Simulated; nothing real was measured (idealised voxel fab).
Documented hereafter: the process module known as voxel capacitor over wiring.
Square cells of 5 nm make up the cross-section cut, whose width is 255 nm.
Just so we're on the same page, the cross-sections are grids of square cells, and they're listed out in bands top to bottom, each band one or more rows deep. Basically the band line says how high the top is and how high the bottom is, in nm, and then what's in it from left to right, every material with its width in nm. Empty space shows up as "empty", and if a single material carries "edge to edge" it runs the full band edge to edge. All heights in this document are referenced to 0, defined as the level beneath which the wafer, as received, consists entirely of one material. The lowest band is not bounded below; it extends indefinitely downward and is written in the form "z 0 and below". Width: "30 to 40" (first number = top row, second number = bottom row, same change from row to row of cells). "no change occurred", as given for a step, is the statement that not any cell of the cross-section underwent a change during that step. Empty spaces counting at least 8 cells and having no open way to the top are listed in "Catalogued sealed voids". The notation width x height at distance is used for each, the distance being from the left edge and all three values in nm. What comes after the settings on a step's line is commentary from the simulator itself on that step. "overlay nm", when on a step's line for a step with a mask, measures how far to the right of its planned place the mask lay; a negative measure means to the left.
**plan**
1 RECEIVE: material Si
2 CONFORMAL_DEP: material SiO2, thk nm 15
3 CONFORMAL_DEP: material SiN, thk nm 5
4 DIRECTIONAL_DEP: material lowk, thk nm 15
5 PATTERN: tone open, mask id METAL_1, material resist, width nm 30, pitch nm 90, thk nm 15, overlay nm 0
6 DIRECTIONAL_ETCH: etch materials lowk, depth nm 15
7 DIRECTIONAL_ETCH: etch materials SiN, depth nm 5
8 STRIP: etch materials resist
9 CONFORMAL_DEP: material TiN, thk nm 5
10 FILL_DEP: material Ru, thk nm 10
11 CMP: height nm 35
12 CONFORMAL_DEP: material SiCN, thk nm 5
13 DIRECTIONAL_DEP: material lowk, thk nm 10
14 MASKED_ETCH: tone open, mask id PLUG_1, width nm 15, etch materials lowk, depth nm 10, overlay nm 0
15 MASKED_ETCH: tone open, mask id PLUG_1, width nm 15, etch materials SiCN, depth nm 5, overlay nm 0
16 CONFORMAL_DEP: material TiN, thk nm 5
17 FILL_DEP: material Ru, thk nm 5
18 CMP: height nm 50
19 DIRECTIONAL_DEP: material TiN, thk nm 5
20 DIRECTIONAL_DEP: material HfO2, thk nm 5
21 DIRECTIONAL_DEP: material TiN, thk nm 5
22 PATTERN: tone cover, mask id UPPER_PLATE, material resist, width nm 65, thk nm 15, overlay nm 0
23 DIRECTIONAL_ETCH: etch materials TiN, depth nm 5
24 DIRECTIONAL_ETCH: etch materials HfO2, depth nm 5
25 STRIP: etch materials resist
26 MASKED_ETCH: tone cover, mask id LOWER_PLATE, width nm 75, etch materials TiN, depth nm 5, overlay nm 0
27 FILL_DEP: material SiO2, thk nm 15
28 CMP: height nm 65
29 PATTERN: tone open, mask id PLUG_2, material resist, width nm 15, thk nm 15, overlay nm 0
30 DIRECTIONAL_ETCH: etch materials SiO2, depth nm 10
31 STRIP: etch materials resist
32 CONFORMAL_DEP: material TiN, thk nm 5
33 FILL_DEP: material Cu, thk nm 5
34 CMP: height nm 75
35 CONFORMAL_DEP: material SiCN, thk nm 5
Wafer-to-wafer difference: height nm, step 28. Common start. Plan = first wafer's value.
**The as-received cross-section of the first of several wafers corresponds to the state after step 1**
  z 0 and below  Si edge to edge
  Catalogued sealed voids: none
**Gained (+) or lost (-) cells of each material since receipt, then closed voids: one row per wafer, at the end of the module**
height nm 65; +51 Cu; +13 HfO2; +26 Ru; +99 SiCN; +39 SiN; +265 SiO2; +110 TiN; +213 lowk; Catalogued sealed voids: none
height nm 70; +1 Cu; +13 HfO2; +26 Ru; +99 SiCN; +39 SiN; +313 SiO2; +112 TiN; +213 lowk; Catalogued sealed voids: none
height nm 75; +1 Cu; +13 HfO2; +26 Ru; +99 SiCN; +39 SiN; +361 SiO2; +64 TiN; +213 lowk; Catalogued sealed voids: none
height nm 80; +13 HfO2; +26 Ru; +99 SiCN; +39 SiN; +364 SiO2; +62 TiN; +213 lowk; Catalogued sealed voids: none
